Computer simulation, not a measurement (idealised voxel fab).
The following process module bears the name voxel released beams.
In the cross-section labelled cut, the width is 220 nm and each square cell is 5 nm.
We lay out every cross-section as a grid of square cells and spell it out in bands from the top down, where one band means one or more rows of cells.
Top, bottom (nm), then materials left to right with widths (nm); lone material tagged "everywhere" fills the whole band edge to edge; "air" = empty space.
Height is counted from the level 0, under which the received wafer is composed throughout of one material. The lowest of the bands is not closed at the bottom but continues downward, in the notation "z 0 and below".
Graded width ("30..40"): value in top row of band = first number; value in bottom row = second number; row-to-row change constant.
"nothing altered" (step): cross-section cells unchanged, all of them.
The list in "Trapped voids" covers empty spaces of 8 cells or more that cannot reach the top through any open way, and it gives each as width x height at distance; the distance is from the left edge, and width, height and distance are in nm.
Read whatever lies past the settings on a step's line as the simulator's own remark about the step.
The setting "overlay nm" may be written on the line of a step. When the step uses a mask, the value reports how far to the right of the planned place the mask lay, and a negative value reports that it lay to the left.
**Planned process steps**
- 1: RECEIVE, material Si
- 2: CONFORMAL_DEP, material SiN, thk nm 5
- 3: DIRECTIONAL_DEP, material SiO2, thk nm 20
- 4: PATTERN, tone open, mask id ANCHOR, material resist, width nm 30, thk nm 15, overlay nm 0
- 5: DIRECTIONAL_ETCH, etch materials SiO2, depth nm 20
- 6: STRIP, etch materials resist
- 7: CONFORMAL_DEP, material polySi, thk nm 10
- 8: PATTERN, tone cover, mask id BEAM, material resist, width nm 95, thk nm 15, overlay nm 0
- 9: DIRECTIONAL_ETCH, etch materials polySi, depth nm 10
- 10: STRIP, etch materials resist
- 11: STRIP, etch materials SiO2
**The first wafer of two, processed as planned**
**as received, after step 1**
    z 0 and below | Si everywhere
    Trapped voids: none
**Cross-section through the wafer, step 2 finished**
    z 5 to 0 | SiN everywhere
    Everything under 0 stays put, no change at all.
**Cross-section through the wafer, step 3 finished**
    z 25 to 5 | SiO2 everywhere
    Everything under 5 stays put, no change at all.
**Cross-section through the wafer, step 4 finished**
    z 40 to 25 | resist: 65 / air: 30 / resist: 125
    Everything under 25 stays put, no change at all.
**Cross-section through the wafer, step 5 finished**
    z 40 to 25 | resist: 65 / air: 30 / resist: 125
    z 25 to 5 | SiO2: 65 / air: 30 / SiO2: 125
    Everything under 5 stays put, no change at all.
**Cross-section through the wafer, step 6 finished**
    z 25 to 5 | SiO2: 65 / air: 30 / SiO2: 125
    Everything under 5 stays put, no change at all.
**Cross-section through the wafer, step 7 finished**
    z 35 to 25 | polySi: 75 / air: 10 / polySi: 135
    z 25 to 15 | SiO2: 65 / polySi: 10 / air: 10 / polySi: 10 / SiO2: 125
    z 15 to 5 | SiO2: 65 / polySi: 30 / SiO2: 125
    Everything under 5 stays put, no change at all.
**Cross-section through the wafer, step 8 finished**
    z 50 to 35 | air: 60 / resist: 95 / air: 65
    z 35 to 25 | polySi: 75 / resist: 10 / polySi: 135
    z 25 to 15 | SiO2: 65 / polySi: 10 / resist: 10 / polySi: 10 / SiO2: 125
    Everything under 15 stays put, no change at all.
**Cross-section through the wafer, step 9 finished**
    z 50 to 35 | air: 60 / resist: 95 / air: 65
    z 35 to 25 | air: 60 / polySi: 15 / resist: 10 / polySi: 70 / air: 65
    Everything under 25 stays put, no change at all.
**Cross-section through the wafer, step 10 finished**
    z 35 to 25 | air: 60 / polySi: 15 / air: 10 / polySi: 70 / air: 65
    z 25 to 15 | SiO2: 65 / polySi: 10 / air: 10 / polySi: 10 / SiO2: 125
    Everything under 15 stays put, no change at all.
**Cross-section through the wafer, step 11 finished**
    z 35 to 25 | air: 60 / polySi: 15 / air: 10 / polySi: 70 / air: 65
    z 25 to 15 | air: 65 / polySi: 10 / air: 10 / polySi: 10 / air: 125
    z 15 to 5 | air: 65 / polySi: 30 / air: 125
    Everything under 5 stays put, no change at all.
**Wafer two. Identical start, identical plan. One mistake in execution. Identical history through step 1**
**Planned end of step 2: second wafer, cross-section**
    z 20 to 0 | SiO2 everywhere
    Everything under 0 stays put, no change at all.
**Planned end of step 3: second wafer, cross-section**
    z 25 to 20 | SiN everywhere
    Everything under 20 stays put, no change at all.
**Planned end of step 4: second wafer, cross-section**
    z 40 to 25 | resist: 65 / air: 30 / resist: 125
    Everything under 25 stays put, no change at all.
Planned end of step 5: second wafer, cross-section: nothing altered
**Planned end of step 6: second wafer, cross-section**
    z 25 to 20 | SiN everywhere
    Everything under 20 stays put, no change at all.
**Planned end of step 7: second wafer, cross-section**
    z 35 to 25 | polySi everywhere
    Everything under 25 stays put, no change at all.
**Planned end of step 8: second wafer, cross-section**
    z 50 to 35 | air: 60 / resist: 95 / air: 65
    Everything under 35 stays put, no change at all.
**Planned end of step 9: second wafer, cross-section**
    z 50 to 35 | air: 60 / resist: 95 / air: 65
    z 35 to 25 | air: 60 / polySi: 95 / air: 65
    Everything under 25 stays put, no change at all.
**Planned end of step 10: second wafer, cross-section**
    z 35 to 25 | air: 60 / polySi: 95 / air: 65
    Everything under 25 stays put, no change at all.
Planned end of step 11: second wafer, cross-section: nothing altered
Deviation noted in wafer processing: steps 2 and 3 got flipped, so each one ran where the other should have
FYI, end of process, the second wafer has more or fewer cells of some materials than the first: SiO2: 176 more | polySi: 16 fewer
